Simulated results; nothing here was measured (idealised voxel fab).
Process module, titled voxel quadruple lines
For reference, the cross-section in this document is cut, with width 230 nm and square cells of 5 nm.
Cross-section layout: square cells on a grid; listed as bands, top to bottom; a band spans one or more cell rows. For a band, the entry starts with two heights in nm, that of the top and then that of the bottom, and carries on with the band's materials in order from left to right, each alongside its width in nm; the word "all across" beside a single material means it fills the band edge to edge, and "empty" means empty space. All heights in this document are referenced to 0, defined as the level beneath which the wafer, as received, consists entirely of one material. The lowest band is not bounded below; it extends indefinitely downward and is written in the form "0..down". Note: "30..40" means the width goes from the first number (top row of the band) to the second number (bottom row) in equal steps per row of cells. Where the words "nothing got changed" appear for a step, the cross-section shows no cell changed by that step; every cell remained as before. Cavities, closed: empty space of 8 cells or more with no open way to the top, each as width x height at its distance from the left edge, in nm. Text after the settings on a step's line: the simulator's own remark on that step. overlay nm: where the mask lay relative to plan, measured to the right, on steps with a mask; negatives go left.
PROCESS STEPS (PLANNED)
- 1: RECEIVE: material Si
- 2: CONFORMAL_DEP: material SiO2, thk nm 10
- 3: DIRECTIONAL_DEP: material Ru, thk nm 10
- 4: DIRECTIONAL_DEP: material polySi, thk nm 20
- 5: DIRECTIONAL_DEP: material aC, thk nm 20
- 6: PATTERN: tone cover, mask id MANDREL, material resist, width nm 35, pitch nm 100, thk nm 30, overlay nm 0
- 7: DIRECTIONAL_ETCH: etch materials aC, depth nm 20
- 8: STRIP: etch materials resist
- 9: CONFORMAL_DEP: material SiO2, thk nm 15
- 10: DIRECTIONAL_ETCH: etch materials SiO2, depth nm 15
- 11: STRIP: etch materials aC
- 12: DIRECTIONAL_ETCH: etch materials polySi, depth nm 20
- 13: STRIP: etch materials SiO2
- 14: CONFORMAL_DEP: material SiN, thk nm 10
- 15: DIRECTIONAL_ETCH: etch materials SiN, depth nm 10
- 16: STRIP: etch materials polySi
- 17: DIRECTIONAL_ETCH: etch materials Ru, depth nm 10
- 18: STRIP: etch materials SiN
AS RECEIVED (POST STEP 1): CROSS-SECTION
	0..down  Si all across
	Cavities, closed: none
LOOK AT THE CROSS-SECTION AFTER THE MODULE: THE WAFER STARTED OUT THE WAY SHOWN ABOVE AND THE PLAN WAS THE ONE SHOWN ABOVE, YET ONE MISTAKE WAS MADE ALONG THE WAY
	20..10  25 empty | 10 Ru | 15 empty | 10 Ru | 5 empty | 10 Ru | 15 empty | 10 Ru | 25 empty | 10 Ru | 15 empty | 10 Ru | 5 empty | 10 Ru | 15 empty | 10 Ru | 30 empty
	10..0  SiO2 all across
	0..down  Si all across
	Cavities, closed: none
The plan and the run diverged here: it should be noted that step 6 was executed with settings other than those planned, the operation and settings actually applied being PATTERN: tone cover, mask id MANDREL, material resist, width nm 25, pitch nm 100, thk nm 30, overlay nm 0
